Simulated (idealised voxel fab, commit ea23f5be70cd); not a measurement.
process module | voxel self aligned contacts
cross-section cut | 205 nm wide | cells 5 nm
A cross-section is a grid of square cells, given in bands from the top down. A band is one or more rows of cells.
Each band's line starts with the height of the band's top and of its bottom, in nm. Then come its materials from left to right, each with its width in nm. One material with "throughout" fills the band from edge to edge. "air" is empty space.
Height 0 is the level under which the wafer as received is all one material. The lowest band goes on downwards, as in "0 down".
A width such as "30 to 40" changes by the same amount from each row of cells to the next, from the band's top row to its bottom row.
"no change" after a step means that no cell of the cross-section changed.
closed voids: empty space of 8 cells or more with no open way to the top, each as width x height at its distance from the left edge, in nm
after a step's settings: what the simulator itself notes on the step
overlay nm, on a step with a mask: how far to the right of its planned place the mask lay; to the left if negative
plan
1 op RECEIVE | material Si
2 op CONFORMAL_DEP | material SiO2 | thk nm 5
3 op DIRECTIONAL_DEP | material polySi | thk nm 20
4 op DIRECTIONAL_DEP | material SiN | thk nm 15
5 op MASKED_ETCH | tone cover | mask id GATE | width nm 30 | pitch nm 65 | etch materials SiN | depth nm 15 | overlay nm 0
6 op MASKED_ETCH | tone cover | mask id GATE | width nm 30 | pitch nm 65 | etch materials polySi | depth nm 20 | overlay nm 0
7 op CONFORMAL_DEP | material SiN | thk nm 5
8 op DIRECTIONAL_ETCH | etch materials SiN | depth nm 5
9 op FILL_DEP | material SiO2 | thk nm 20
10 op CMP | height nm 50
11 op DIRECTIONAL_DEP | material aC | thk nm 10
12 op PATTERN | tone open | mask id CONTACT | material resist | width nm 45 | thk nm 25 | overlay nm 0
13 op DIRECTIONAL_ETCH | etch materials aC | depth nm 10
14 op STRIP | etch materials resist
15 op DIRECTIONAL_ETCH | etch materials SiO2 | depth nm 50
16 op STRIP | etch materials aC
17 op CONFORMAL_DEP | material TiN | thk nm 5
18 op FILL_DEP | material W | thk nm 10
19 op CMP | height nm 50
20 op CONFORMAL_DEP | material SiN | thk nm 5
as received, after step 1
  0 down: Si throughout
  closed voids: none
a wafer at the end: this start, this plan, one mistake
  55 to 50: SiN throughout
  50 to 40: W 75 to 45 | TiN 5 to 35 | SiO2 45 | TiN 5 to 35 | W 75 to 45
  40 to 25: W 45 | TiN 5 | SiN 40 | SiO2 25 | SiN 40 | TiN 5 | W 45
  25 to 5: W 45 | TiN 5 | SiN 5 | polySi 30 | SiN 5 | SiO2 25 | SiN 5 | polySi 30 | SiN 5 | TiN 5 | W 45
  5 to 0: TiN 50 | SiO2 105 | TiN 50
  0 down: Si throughout
  closed voids: none
what went wrong: step 12 ran as: op PATTERN | tone cover | mask id CONTACT | material resist | width nm 45 | thk nm 25 | overlay nm 0
